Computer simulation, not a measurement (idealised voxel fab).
Process module, titled voxel capacitor over wiring
Xsec cut, 225 nm wide, square cell size 5 nm.
When this document writes out a cross-section, it uses a grid of square cells and lists it as bands, beginning at the top and moving down, with a band standing for one or more rows of cells.
What a band's entry tells you: where the top is and where the bottom is, as heights in nm, and after that what lies inside, material by material from left to right, each with its width in nm. Empty space is written as the word "empty", and a single material marked with the word "all across" occupies the band from edge to edge.
Below 0: as-received wafer, all one material; heights counted from there. Lowest band: no bottom, goes on down, written "0 down".
Quick explanation for "30 to 40": the width changes in equal steps down the rows of cells, from the first number in the band's top row to the second number in its bottom row.
Any step labelled "left unchanged" changed none of the cells in the cross-section.
Voids not open to the top, 8 cells minimum: see "Closed void register". Written width x height at distance; distance is from the left edge; nm.
On each step's line, the part that comes after the settings is the simulator's own comment on the step.
overlay nm: where the mask lay relative to plan, measured to the right, on steps with a mask; negatives go left.

**plan**
1: RECEIVE: material Si
2: CONFORMAL_DEP: material SiO2, thk nm 10
3: CONFORMAL_DEP: material SiN, thk nm 5
4: DIRECTIONAL_DEP: material lowk, thk nm 25
5: DIRECTIONAL_DEP: material aC, thk nm 15
6: PATTERN: tone open, mask id METAL_1, material resist, width nm 25, pitch nm 80, thk nm 30, overlay nm 0
7: DIRECTIONAL_ETCH: etch materials aC, depth nm 15
8: STRIP: etch materials resist
9: DIRECTIONAL_ETCH: etch materials lowk, depth nm 25
10: DIRECTIONAL_ETCH: etch materials SiN, depth nm 5
11: STRIP: etch materials aC
12: CONFORMAL_DEP: material TiN, thk nm 5
13: FILL_DEP: material Ru, thk nm 5
14: CMP: height nm 40
15: EPI: material Ru, thk nm 5
16: FILL_DEP: material SiCN, thk nm 5
17: DIRECTIONAL_DEP: material lowk, thk nm 20
18: DIRECTIONAL_DEP: material aC, thk nm 10
19: PATTERN: tone open, mask id PLUG_1, material resist, width nm 15, thk nm 25, overlay nm 0
20: DIRECTIONAL_ETCH: etch materials aC, depth nm 10
21: STRIP: etch materials resist
22: DIRECTIONAL_ETCH: etch materials lowk, depth nm 20
23: DIRECTIONAL_ETCH: etch materials SiCN, depth nm 5
24: STRIP: etch materials aC
25: EPI: material Ru, thk nm 10
26: EPI: material Ru, thk nm 10
27: EPI: material Ru, thk nm 5
28: DIRECTIONAL_DEP: material TiN, thk nm 10
29: DIRECTIONAL_DEP: material HfO2, thk nm 5
30: DIRECTIONAL_DEP: material TiN, thk nm 10
31: MASKED_ETCH: tone cover, mask id UPPER_PLATE, width nm 60, etch materials TiN, depth nm 10, overlay nm 0
32: MASKED_ETCH: tone cover, mask id UPPER_PLATE, width nm 60, etch materials HfO2, depth nm 5, overlay nm 0
33: MASKED_ETCH: tone cover, mask id LOWER_PLATE, width nm 70, etch materials TiN, depth nm 10, overlay nm 0
34: FILL_DEP: material SiO2, thk nm 15
35: CMP: height nm 105
36: MASKED_ETCH: tone open, mask id PLUG_2, width nm 15, etch materials SiO2, depth nm 10, overlay nm 0
37: CONFORMAL_DEP: material TiN, thk nm 5
38: FILL_DEP: material W, thk nm 10
39: CMP: height nm 105
40: CONFORMAL_DEP: material SiCN, thk nm 5

**Cross-section of the wafer upon arrival, representing the state reached after step 1**
- 0 down = Si all across
- Closed void register: none

**The module was run from the start shown above using the plan shown above, but one mistake was made doing it; the resulting wafer cross-section is below**
- 110 to 105 = SiCN all across
- 105 to 100 = 80 of SiO2 / 5 of TiN / 5 of W / 5 of TiN / 130 of SiO2
- 100 to 95 = 80 of SiO2 / 15 of TiN / 130 of SiO2
- 95 to 85 = 70 of SiO2 / 60 of TiN / 95 of SiO2
- 85 to 80 = 70 of SiO2 / 60 of HfO2 / 95 of SiO2
- 80 to 70 = 65 of SiO2 / 70 of TiN / 90 of SiO2
- 70 to 50 = 70 of lowk / 20 of Ru / 135 of lowk
- 50 to 45 = 70 of SiCN / 20 of Ru / 135 of SiCN
- 45 to 40 = 55 of SiCN / 35 of Ru / 45 of SiCN / 35 of Ru / 55 of SiCN
- 40 to 15 = 60 of lowk / 5 of TiN / 15 of Ru / 5 of TiN / 55 of lowk / 5 of TiN / 15 of Ru / 5 of TiN / 60 of lowk
- 15 to 10 = 60 of SiN / 25 of TiN / 55 of SiN / 25 of TiN / 60 of SiN
- 10 to 0 = SiO2 all across
- 0 down = Si all across
- Closed void register: none
Against the plan, the run slipped here: step 19 deviated from plan and actually ran as PATTERN: tone open, mask id PLUG_1, material resist, width nm 20, thk nm 25, overlay nm 0
